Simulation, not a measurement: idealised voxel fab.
The process module presented herein is designated voxel self aligned vias.
Section shown: cut. Width: 190 nm. Cell size: 5 nm, square.
Square cells in a grid make up a cross-section in this document, and the grid is given as bands, listed from the top down, each one or more rows of cells. Read a band's entry like this: the first values are the height of its top and the height of its bottom in nm, and what follows is the sequence of materials from left to right, each with its width in nm. Note that "air" is empty space, and that a single material marked "full width" reaches across the band from edge to edge. Heights from 0 (as-received wafer is one material below). Bottom band endless downward, as "from 0 down". A two-number width, for instance "30..40", indicates that the width is equal to the first number in the top row of the band and to the second number in the bottom row, and that it changes by a constant amount per row of cells. Given "identical to before" for a step, no cell of the cross-section differs between before and after that step. Empty spaces without an open route to the top, at least 8 cells in extent, make up the entry "Closed internal voids"; each is given as width x height at distance, where the distance is measured from the left edge, and all are in nm. If you see something after the settings on a step's line, that's the simulator's own remark about that step. Regarding "overlay nm": on a step with a mask, it is the distance the mask lay to the right of its planned place; a negative value places it to the left.

Process steps (planned)
| 1 | RECEIVE | material Si |
| 2 | CONFORMAL_DEP | material SiO2 | thk nm 15 |
| 3 | CONFORMAL_DEP | material SiCN | thk nm 5 |
| 4 | DIRECTIONAL_DEP | material SiO2 | thk nm 30 |
| 5 | PATTERN | tone open | mask id LINES | material resist | width nm 20 | pitch nm 60 | thk nm 20 | overlay nm 0 |
| 6 | DIRECTIONAL_ETCH | etch materials SiO2 | depth nm 30 |
| 7 | STRIP | etch materials resist |
| 8 | CONFORMAL_DEP | material TiN | thk nm 5 |
| 9 | FILL_DEP | material Ru | thk nm 10 |
| 10 | CMP | height nm 50 |
| 11 | SELECTIVE_ETCH | etch materials W Ru TiN | depth nm 5 |
| 12 | FILL_DEP | material SiN | thk nm 10 |
| 13 | CMP | height nm 50 |
| 14 | DIRECTIONAL_DEP | material SiO2 | thk nm 15 |
| 15 | PATTERN | tone open | mask id VIAS | material resist | width nm 40 | thk nm 15 | overlay nm 0 |
| 16 | DIRECTIONAL_ETCH | etch materials SiO2 | depth nm 15 |
| 17 | DIRECTIONAL_ETCH | etch materials SiN | depth nm 5 |
| 18 | STRIP | etch materials resist |
| 19 | CONFORMAL_DEP | material TiN | thk nm 5 |
| 20 | FILL_DEP | material Ru | thk nm 5 |
| 21 | CMP | height nm 65 |
| 22 | CONFORMAL_DEP | material SiN | thk nm 5 |

Cross-sectional view of the wafer in its as-received condition, corresponding to the state after step 1
	from 0 down: Si full width
	Closed internal voids: none

The module was run from the start shown above using the plan shown above, but one mistake was made doing it; the resulting wafer cross-section is below
	from 70 to 65: SiN full width
	from 65 to 55: SiO2 (45) / TiN (5) / Ru (30) / TiN (5) / SiO2 (105)
	from 55 to 50: SiO2 (45) / TiN (15) / Ru (10) / TiN (15) / SiO2 (105)
	from 50 to 45: SiO2 (55) / TiN (20) / SiO2 (40) / SiN (20) / SiO2 (55)
	from 45 to 40: SiO2 (55) / TiN (5) / Ru (10) / TiN (5) / SiO2 (40) / TiN (5) / Ru (10) / TiN (5) / SiO2 (55)
	from 40 to 35: SiO2 (55) / TiN (20) / SiO2 (40) / TiN (20) / SiO2 (55)
	from 35 to 30: SiCN full width
	from 30 to 0: SiO2 full width
	from 0 down: Si full width
	Closed internal voids: none
Where did the run depart from the plan? regarding the plan, step 2 was run twice
